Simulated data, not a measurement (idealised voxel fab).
process module | voxel wiring stack
cross-section cut | 255 nm wide | cells 5 nm
A cross-section is a grid of square cells, given in bands from the top down. A band is one or more rows of cells.
Each band's line starts with the height of the band's top and of its bottom, in nm. Then come its materials from left to right, each with its width in nm. One material with "throughout" fills the band from edge to edge. "air" is empty space.
Height 0 is the level under which the wafer as received is all one material. The lowest band goes on downwards, as in "0 down".
A width such as "30 to 40" changes by the same amount from each row of cells to the next, from the band's top row to its bottom row.
"no change" after a step means that no cell of the cross-section changed.
closed voids: empty space of 8 cells or more with no open way to the top, each as width x height at its distance from the left edge, in nm
after a step's settings: what the simulator itself notes on the step
overlay nm, on a step with a mask: how far to the right of its planned place the mask lay; to the left if negative
plan
1 op RECEIVE | material Si
2 op CONFORMAL_DEP | material SiO2 | thk nm 15
3 op DIRECTIONAL_DEP | material TiN | thk nm 5
4 op DIRECTIONAL_DEP | material Ru | thk nm 20
5 op MASKED_ETCH | tone cover | mask id METAL_1 | width nm 30 | pitch nm 60 | etch materials Ru | depth nm 20 | overlay nm 0
6 op MASKED_ETCH | tone cover | mask id METAL_1 | width nm 30 | pitch nm 60 | etch materials TiN | depth nm 5 | overlay nm 0
7 op CONFORMAL_DEP | material SiN | thk nm 5
8 op FILL_DEP | material SiO2 | thk nm 10
9 op CMP | height nm 40
10 op CONFORMAL_DEP | material SiCN | thk nm 5
11 op DIRECTIONAL_DEP | material lowk | thk nm 30
12 op PATTERN | tone open | mask id METAL_2 | material resist | width nm 30 | pitch nm 60 | thk nm 15 | overlay nm 0
13 op DIRECTIONAL_ETCH | etch materials lowk | depth nm 20
14 op STRIP | etch materials resist
15 op MASKED_ETCH | tone open | mask id METAL_2_HOLES | width nm 15 | pitch nm 120 | etch materials lowk | depth nm 10 | overlay nm 0
16 op MASKED_ETCH | tone open | mask id METAL_2_HOLES | width nm 15 | pitch nm 120 | etch materials SiCN | depth nm 5 | overlay nm 0
17 op CONFORMAL_DEP | material TiN | thk nm 5
18 op FILL_DEP | material Cu | thk nm 5
19 op CMP | height nm 75
20 op CONFORMAL_DEP | material SiCN | thk nm 5
21 op DIRECTIONAL_DEP | material SiO2 | thk nm 30
22 op MASKED_ETCH | tone open | mask id METAL_3 | width nm 30 | pitch nm 60 | etch materials SiO2 | depth nm 15 | overlay nm 0
23 op MASKED_ETCH | tone open | mask id METAL_3_HOLES | width nm 15 | pitch nm 120 | etch materials SiO2 | depth nm 15 | overlay nm 0
24 op MASKED_ETCH | tone open | mask id METAL_3_HOLES | width nm 15 | pitch nm 120 | etch materials SiCN | depth nm 5 | overlay nm 0
25 op CONFORMAL_DEP | material TiN | thk nm 5
26 op FILL_DEP | material Cu | thk nm 10
27 op CMP | height nm 110
28 op CONFORMAL_DEP | material SiCN | thk nm 5
29 op DIRECTIONAL_DEP | material SiO2 | thk nm 30
30 op PATTERN | tone open | mask id METAL_4 | material resist | width nm 30 | pitch nm 60 | thk nm 15 | overlay nm 0
31 op DIRECTIONAL_ETCH | etch materials SiO2 | depth nm 15
32 op STRIP | etch materials resist
33 op MASKED_ETCH | tone open | mask id METAL_4_HOLES | width nm 15 | pitch nm 60 | etch materials SiO2 | depth nm 15 | overlay nm 0
34 op MASKED_ETCH | tone open | mask id METAL_4_HOLES | width nm 15 | pitch nm 60 | etch materials SiCN | depth nm 5 | overlay nm 0
35 op CONFORMAL_DEP | material TiN | thk nm 5
36 op FILL_DEP | material Cu | thk nm 10
37 op CMP | height nm 145
38 op CONFORMAL_DEP | material SiN | thk nm 5
as received, after step 1
  0 down: Si throughout
  closed voids: none
a wafer at the end: this start, this plan, one mistake
  150 to 145: SiN throughout
  145 to 135: SiO2 20 | TiN 5 | Cu 20 | TiN 5 | SiO2 30 | TiN 5 | Cu 20 | TiN 5 | SiO2 30 | TiN 5 | Cu 20 | TiN 5 | SiO2 30 | TiN 5 | Cu 20 | TiN 5 | SiO2 25
  135 to 130: SiO2 20 | TiN 5 | Cu 5 | TiN 20 | SiO2 30 | TiN 5 | Cu 5 | TiN 20 | SiO2 30 | TiN 5 | Cu 5 | TiN 20 | SiO2 30 | TiN 5 | Cu 5 | TiN 20 | SiO2 25
  130 to 115: SiO2 20 | TiN 5 | Cu 5 | TiN 5 | SiO2 45 | TiN 5 | Cu 5 | TiN 5 | SiO2 45 | TiN 5 | Cu 5 | TiN 5 | SiO2 45 | TiN 5 | Cu 5 | TiN 5 | SiO2 40
  115 to 110: SiCN 20 | TiN 15 | SiCN 45 | TiN 15 | SiCN 45 | TiN 15 | SiCN 45 | TiN 15 | SiCN 40
  110 to 100: SiO2 20 | TiN 5 | Cu 20 | TiN 5 | SiO2 30 | TiN 5 | Cu 20 | TiN 5 | SiO2 30 | TiN 5 | Cu 20 | TiN 5 | SiO2 30 | TiN 5 | Cu 20 | TiN 5 | SiO2 25
  100 to 95: SiO2 20 | TiN 5 | Cu 5 | TiN 20 | SiO2 30 | TiN 30 | SiO2 30 | TiN 5 | Cu 5 | TiN 20 | SiO2 30 | TiN 30 | SiO2 25
  95 to 80: SiO2 20 | TiN 5 | Cu 5 | TiN 5 | SiO2 105 | TiN 5 | Cu 5 | TiN 5 | SiO2 100
  80 to 75: SiCN 20 | TiN 15 | SiCN 105 | TiN 15 | SiCN 100
  75 to 45: Ru throughout
  45 to 40: SiCN throughout
  40 to 20: SiO2 15 | SiN 5 | Ru 30 | SiN 5 | SiO2 20 | SiN 5 | Ru 30 | SiN 5 | SiO2 20 | SiN 5 | Ru 30 | SiN 5 | SiO2 20 | SiN 5 | Ru 30 | SiN 5 | SiO2 20
  20 to 15: SiN 20 | TiN 30 | SiN 30 | TiN 30 | SiN 30 | TiN 30 | SiN 30 | TiN 30 | SiN 25
  15 to 0: SiO2 throughout
  0 down: Si throughout
  closed voids: none
what went wrong: step 11 ran as: op DIRECTIONAL_DEP | material Ru | thk nm 30
